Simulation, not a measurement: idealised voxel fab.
Process module under the name voxel transistor to metal
Shown is cross-section cut, with a width of 205 nm and square cells of size 5 nm.
Each cross-section below is a grid of square cells, stated as bands in top-down order, with one or more rows of cells making up each band. Top height, bottom height, nm. Materials left to right, width each, nm. Single material + "everywhere" = fills band edge to edge. "air" = empty. The level at which height equals 0 is the one under which the wafer, as it arrives, is entirely one material. No lower edge exists for the bottom band, which continues downward and is notated as in "0 nm and below". A width given as "30->40" starts at the first number in the band's top row and ends at the second number in its bottom row, shifting by an equal amount at every step from row to row. "identical to before" after a step means that no cell of the cross-section changed. If an empty space has no open way to the top and is at least 8 cells in size, "Enclosed cavities" lists it, written width x height at distance, where distance is measured from the left edge and every value is in nm. What comes after the settings on a step's line is commentary from the simulator itself on that step. "overlay nm", when on a step's line for a step with a mask, measures how far to the right of its planned place the mask lay; a negative measure means to the left.
PLAN
| 1 | RECEIVE, material Si |
| 2 | CONFORMAL_DEP, material SiO2, thk nm 5 |
| 3 | CONFORMAL_DEP, material SiN, thk nm 15 |
| 4 | PATTERN, tone cover, mask id ACTIVE, material resist, width nm 105, thk nm 20, overlay nm 0 |
| 5 | DIRECTIONAL_ETCH, etch materials SiN, depth nm 15 |
| 6 | DIRECTIONAL_ETCH, etch materials SiO2, depth nm 5 |
| 7 | DIRECTIONAL_ETCH, etch materials Si, depth nm 30 |
| 8 | STRIP, etch materials resist |
| 9 | OXIDIZE, depth nm 5 |
| 10 | FILL_DEP, material SiO2, thk nm 15 |
| 11 | CMP, height nm 20 |
| 12 | SELECTIVE_ETCH, etch materials SiO2, depth nm 15 |
| 13 | STRIP, etch materials SiN |
| 14 | SELECTIVE_ETCH, etch materials SiO2, depth nm 5 |
| 15 | OXIDIZE, depth nm 5 |
| 16 | DIRECTIONAL_DEP, material polySi, thk nm 25 |
| 17 | DIRECTIONAL_DEP, material SiCN, thk nm 10 |
| 18 | PATTERN, tone cover, mask id GATE, material resist, width nm 25, thk nm 15, overlay nm 0 |
| 19 | DIRECTIONAL_ETCH, etch materials SiCN, depth nm 20 |
| 20 | DIRECTIONAL_ETCH, etch materials polySi, depth nm 35 |
| 21 | STRIP, etch materials resist |
| 22 | CONFORMAL_DEP, material SiN, thk nm 10 |
| 23 | DIRECTIONAL_ETCH, etch materials SiN, depth nm 10 |
| 24 | DIRECTIONAL_ETCH, etch materials SiO2, depth nm 5 |
| 25 | EPI, material nSi, thk nm 5 |
| 26 | FILL_DEP, material SiO2, thk nm 10 |
| 27 | CMP, height nm 25 |
| 28 | STRIP, etch materials polySi |
| 29 | SELECTIVE_ETCH, etch materials SiO2, depth nm 5 |
| 30 | CONFORMAL_DEP, material HfO2, thk nm 5 |
| 31 | CONFORMAL_DEP, material TiN, thk nm 5 |
| 32 | FILL_DEP, material W, thk nm 10 |
| 33 | CMP, height nm 20 |
| 34 | DIRECTIONAL_DEP, material SiO2, thk nm 15 |
| 35 | MASKED_ETCH, tone open, mask id CONTACT, width nm 15, pitch nm 80, etch materials SiO2, depth nm 35, overlay nm 0 |
| 36 | CONFORMAL_DEP, material TiN, thk nm 5 |
| 37 | FILL_DEP, material W, thk nm 5 |
| 38 | CMP, height nm 35 |
| 39 | DIRECTIONAL_DEP, material TiN, thk nm 5 |
| 40 | DIRECTIONAL_DEP, material W, thk nm 15 |
| 41 | DIRECTIONAL_DEP, material aC, thk nm 10 |
| 42 | PATTERN, tone cover, mask id METAL_1, material resist, width nm 15, pitch nm 80, thk nm 25, overlay nm 0 |
| 43 | DIRECTIONAL_ETCH, etch materials aC, depth nm 10 |
| 44 | STRIP, etch materials resist |
| 45 | DIRECTIONAL_ETCH, etch materials W, depth nm 15 |
| 46 | DIRECTIONAL_ETCH, etch materials TiN, depth nm 5 |
| 47 | STRIP, etch materials aC |
| 48 | CONFORMAL_DEP, material SiCN, thk nm 5 |
| 49 | FILL_DEP, material SiO2, thk nm 10 |
| 50 | CMP, height nm 55 |
| 51 | CONFORMAL_DEP, material SiCN, thk nm 5 |
| 52 | DIRECTIONAL_DEP, material SiO2, thk nm 30 |
| 53 | MASKED_ETCH, tone open, mask id METAL_2, width nm 15, pitch nm 80, etch materials SiO2, depth nm 20, overlay nm 0 |
| 54 | DIRECTIONAL_DEP, material aC, thk nm 15 |
| 55 | PATTERN, tone open, mask id METAL_2_HOLES, material resist, width nm 15, pitch nm 80, thk nm 35, overlay nm 0 |
| 56 | DIRECTIONAL_ETCH, etch materials aC, depth nm 15 |
| 57 | STRIP, etch materials resist |
| 58 | DIRECTIONAL_ETCH, etch materials SiO2, depth nm 10 |
| 59 | DIRECTIONAL_ETCH, etch materials SiCN, depth nm 5 |
| 60 | STRIP, etch materials aC |
| 61 | CONFORMAL_DEP, material TiN, thk nm 5 |
| 62 | FILL_DEP, material Cu, thk nm 5 |
| 63 | CMP, height nm 90 |
| 64 | CONFORMAL_DEP, material SiCN, thk nm 5 |
The value of width nm given for step 42 in the plan refers to the first wafer; the wafers vary in this setting and are alike at the start.
CUT THROUGH THE FIRST OF SEVERAL WAFERS AS RECEIVED, POST STEP 1
	0 nm and below = Si everywhere
	Enclosed cavities: none
THE FIRST OF SEVERAL WAFERS, SEEN IN CROSS-SECTION AFTER THE MODULE'S LAST STEP, STEP 64
	95 nm to 90 nm = SiCN everywhere
	90 nm to 60 nm = 55 SiO2 | 5 TiN | 5 Cu | 5 TiN | 65 SiO2 | 5 TiN | 5 Cu | 5 TiN | 55 SiO2
	60 nm to 55 nm = 55 SiCN | 15 TiN | 65 SiCN | 15 TiN | 55 SiCN
	55 nm to 40 nm = 50 SiO2 | 5 SiCN | 15 W | 5 SiCN | 55 SiO2 | 5 SiCN | 15 W | 5 SiCN | 50 SiO2
	40 nm to 35 nm = 55 SiCN | 15 TiN | 65 SiCN | 15 TiN | 55 SiCN
	35 nm to 20 nm = 55 SiO2 | 5 TiN | 5 W | 5 TiN | 65 SiO2 | 5 TiN | 5 W | 5 TiN | 55 SiO2
	20 nm to 5 nm = 55 SiO2 | 5 TiN | 5 W | 5 TiN | 10 SiO2 | 10 SiN | 5 HfO2 | 5 TiN | 5 W | 5 TiN | 5 HfO2 | 10 SiN | 10 SiO2 | 5 TiN | 5 W | 5 TiN | 55 SiO2
	5 nm to 0 nm = 55 SiO2 | 15 TiN | 10 SiO2 | 10 SiN | 5 HfO2 | 15 TiN | 5 HfO2 | 10 SiN | 10 SiO2 | 15 TiN | 55 SiO2
	0 nm to -5 nm = 50 SiO2 | 30 nSi | 5 SiO2 | 35 HfO2 | 5 SiO2 | 30 nSi | 50 SiO2
	-5 nm to -35 nm = 55 SiO2 | 95 Si | 55 SiO2
	-35 nm and below = Si everywhere
	Enclosed cavities: none
AT THE END OF THE MODULE, THE LAST OF SEVERAL WAFERS IN CROSS-SECTION
	95 nm to 90 nm = SiCN everywhere
	90 nm to 60 nm = 55 SiO2 | 5 TiN | 5 Cu | 5 TiN | 65 SiO2 | 5 TiN | 5 Cu | 5 TiN | 55 SiO2
	60 nm to 55 nm = 55 SiCN | 15 TiN | 65 SiCN | 15 TiN | 55 SiCN
	55 nm to 40 nm = 45 SiO2 | 5 SiCN | 30 W | 5 SiCN | 40 SiO2 | 5 SiCN | 30 W | 5 SiCN | 40 SiO2
	40 nm to 35 nm = 50 SiCN | 30 TiN | 50 SiCN | 30 TiN | 45 SiCN
	35 nm to 20 nm = 55 SiO2 | 5 TiN | 5 W | 5 TiN | 65 SiO2 | 5 TiN | 5 W | 5 TiN | 55 SiO2
	20 nm to 5 nm = 55 SiO2 | 5 TiN | 5 W | 5 TiN | 10 SiO2 | 10 SiN | 5 HfO2 | 5 TiN | 5 W | 5 TiN | 5 HfO2 | 10 SiN | 10 SiO2 | 5 TiN | 5 W | 5 TiN | 55 SiO2
	5 nm to 0 nm = 55 SiO2 | 15 TiN | 10 SiO2 | 10 SiN | 5 HfO2 | 15 TiN | 5 HfO2 | 10 SiN | 10 SiO2 | 15 TiN | 55 SiO2
	0 nm to -5 nm = 50 SiO2 | 30 nSi | 5 SiO2 | 35 HfO2 | 5 SiO2 | 30 nSi | 50 SiO2
	-5 nm to -35 nm = 55 SiO2 | 95 Si | 55 SiO2
	-35 nm and below = Si everywhere
	Enclosed cavities: none
SO IN THIS TABLE EVERY WAFER GETS ITS OWN ROW, AND WHAT YOU SEE IS WHERE IT STANDS AT THE END OF THE MODULE: FOR EACH MATERIAL, HOW MANY CELLS IT PICKED UP (+) OR GAVE UP (-) SINCE WE RECEIVED IT, AND AFTER THAT ITS CLOSED VOIDS
width nm 15, +12 Cu, +15 HfO2, -173 Si, +123 SiCN, +16 SiN, +666 SiO2, +75 TiN, +33 W, +12 nSi, Enclosed cavities: none
width nm 20, +12 Cu, +15 HfO2, -173 Si, +121 SiCN, +16 SiN, +660 SiO2, +77 TiN, +39 W, +12 nSi, Enclosed cavities: none
width nm 25, +12 Cu, +15 HfO2, -173 Si, +119 SiCN, +16 SiN, +654 SiO2, +79 TiN, +45 W, +12 nSi, Enclosed cavities: none
width nm 30, +12 Cu, +15 HfO2, -173 Si, +117 SiCN, +16 SiN, +648 SiO2, +81 TiN, +51 W, +12 nSi, Enclosed cavities: none
